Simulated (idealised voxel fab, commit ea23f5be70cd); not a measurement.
process module | voxel double patterning
Section cut is 280 nm wide and gridded with 5 nm square cells.
For the purposes of this document, a cross-section shall be understood as a grid of square cells, specified as bands listed in top-to-bottom order, each band consisting of one or more rows of cells. Top height, bottom height, nm. Materials left to right, width each, nm. Single material + "all across" = fills band edge to edge. "empty" = empty. A quick word on heights: they are counted from 0, and under that level the wafer as it came to us is one material throughout. The lowest band is different from the rest in having no bottom; it simply continues downward, written as in "0 down". A width given as "30..40" starts at the first number in the band's top row and ends at the second number in its bottom row, shifting by an equal amount at every step from row to row. "all unchanged", as given for a step, is the statement that not any cell of the cross-section underwent a change during that step. Look at "Trapped void list" for the closed voids: empty spaces with no open path to the top, sized 8 cells or up. Each is width x height at distance, distance from the left edge, all nm. Heads up: the bit after the settings on a step's line is the simulator's remark on that step. A step's line can hold "overlay nm"; with a mask on that step, the setting says how far right of the planned place the mask lay, while a negative setting says it lay to the left.
**Planned process steps**
1,RECEIVE [material Si]
2,CONFORMAL_DEP [material SiO2] [thk nm 5]
3,DIRECTIONAL_DEP [material TiN] [thk nm 20]
4,DIRECTIONAL_DEP [material SiCN] [thk nm 5]
5,PATTERN [tone open] [mask id FIRST] [material resist] [width nm 15] [pitch nm 50] [thk nm 15] [overlay nm 0]
6,DIRECTIONAL_ETCH [etch materials SiCN] [depth nm 5]
7,STRIP [etch materials resist]
8,PATTERN [tone open] [mask id SECOND] [material resist] [width nm 15] [thk nm 15] [overlay nm 0]
9,DIRECTIONAL_ETCH [etch materials SiCN] [depth nm 5]
10,STRIP [etch materials resist]
11,DIRECTIONAL_ETCH [etch materials TiN] [depth nm 20]
12,STRIP [etch materials SiCN]
**Account of the first of two wafers, which was processed as intended**
**Incoming wafer in cross-section (state: after step 1)**
> 0 down = Si all across
> Trapped void list: none
**Wafer after step 2 (cross-section)**
> 5 to 0 = SiO2 all across
> Everything below 0 is unchanged.
**Wafer after step 3 (cross-section)**
> 25 to 5 = TiN all across
> Everything below 5 is unchanged.
**Wafer after step 4 (cross-section)**
> 30 to 25 = SiCN all across
> Everything below 25 is unchanged.
**Wafer after step 5 (cross-section)**
> 45 to 30 = resist: 105 | empty: 15 | resist: 35 | empty: 15 | resist: 110
> Everything below 30 is unchanged.
**Wafer after step 6 (cross-section)**
> 45 to 30 = resist: 105 | empty: 15 | resist: 35 | empty: 15 | resist: 110
> 30 to 25 = SiCN: 105 | empty: 15 | SiCN: 35 | empty: 15 | SiCN: 110
> Everything below 25 is unchanged.
**Wafer after step 7 (cross-section)**
> 30 to 25 = SiCN: 105 | empty: 15 | SiCN: 35 | empty: 15 | SiCN: 110
> Everything below 25 is unchanged.
**Wafer after step 8 (cross-section)**
> 45 to 30 = resist: 130 | empty: 15 | resist: 135
> 30 to 25 = SiCN: 105 | resist: 15 | SiCN: 35 | resist: 15 | SiCN: 110
> Everything below 25 is unchanged.
**Wafer after step 9 (cross-section)**
> 45 to 30 = resist: 130 | empty: 15 | resist: 135
> 30 to 25 = SiCN: 105 | resist: 15 | SiCN: 10 | empty: 15 | SiCN: 10 | resist: 15 | SiCN: 110
> Everything below 25 is unchanged.
**Wafer after step 10 (cross-section)**
> 30 to 25 = SiCN: 105 | empty: 15 | SiCN: 10 | empty: 15 | SiCN: 10 | empty: 15 | SiCN: 110
> Everything below 25 is unchanged.
**Wafer after step 11 (cross-section)**
> 30 to 25 = SiCN: 105 | empty: 15 | SiCN: 10 | empty: 15 | SiCN: 10 | empty: 15 | SiCN: 110
> 25 to 5 = TiN: 105 | empty: 15 | TiN: 10 | empty: 15 | TiN: 10 | empty: 15 | TiN: 110
> Everything below 5 is unchanged.
**Wafer after step 12 (cross-section)**
> 25 to 5 = TiN: 105 | empty: 15 | TiN: 10 | empty: 15 | TiN: 10 | empty: 15 | TiN: 110
> Everything below 5 is unchanged.
**The second wafer: identical to the first at the outset and in its planned sequence, differing only in that one mistake was made during processing; up to and including step 3, its path is the first wafer's path**
**X-section, second wafer, when step 4 was due to finish**
> 30 to 5 = TiN all across
> Everything below 5 is unchanged.
**X-section, second wafer, when step 5 was due to finish**
> 45 to 30 = resist: 105 | empty: 15 | resist: 35 | empty: 15 | resist: 110
> Everything below 30 is unchanged.
X-section, second wafer, when step 6 was due to finish: all unchanged
**X-section, second wafer, when step 7 was due to finish**
> 30 to 5 = TiN all across
> Everything below 5 is unchanged.
**X-section, second wafer, when step 8 was due to finish**
> 45 to 30 = resist: 130 | empty: 15 | resist: 135
> Everything below 30 is unchanged.
X-section, second wafer, when step 9 was due to finish: all unchanged
**X-section, second wafer, when step 10 was due to finish**
> 30 to 5 = TiN all across
> Everything below 5 is unchanged.
**X-section, second wafer, when step 11 was due to finish**
> 10 to 5 = TiN all across
> Everything below 5 is unchanged.
X-section, second wafer, when step 12 was due to finish: all unchanged
The mistake made against the process plan was this: step 4 did not use the planned setting and instead ran as DIRECTIONAL_DEP [material TiN] [thk nm 5]
Materials where the second wafer ends with more or fewer cells than the first: TiN -132
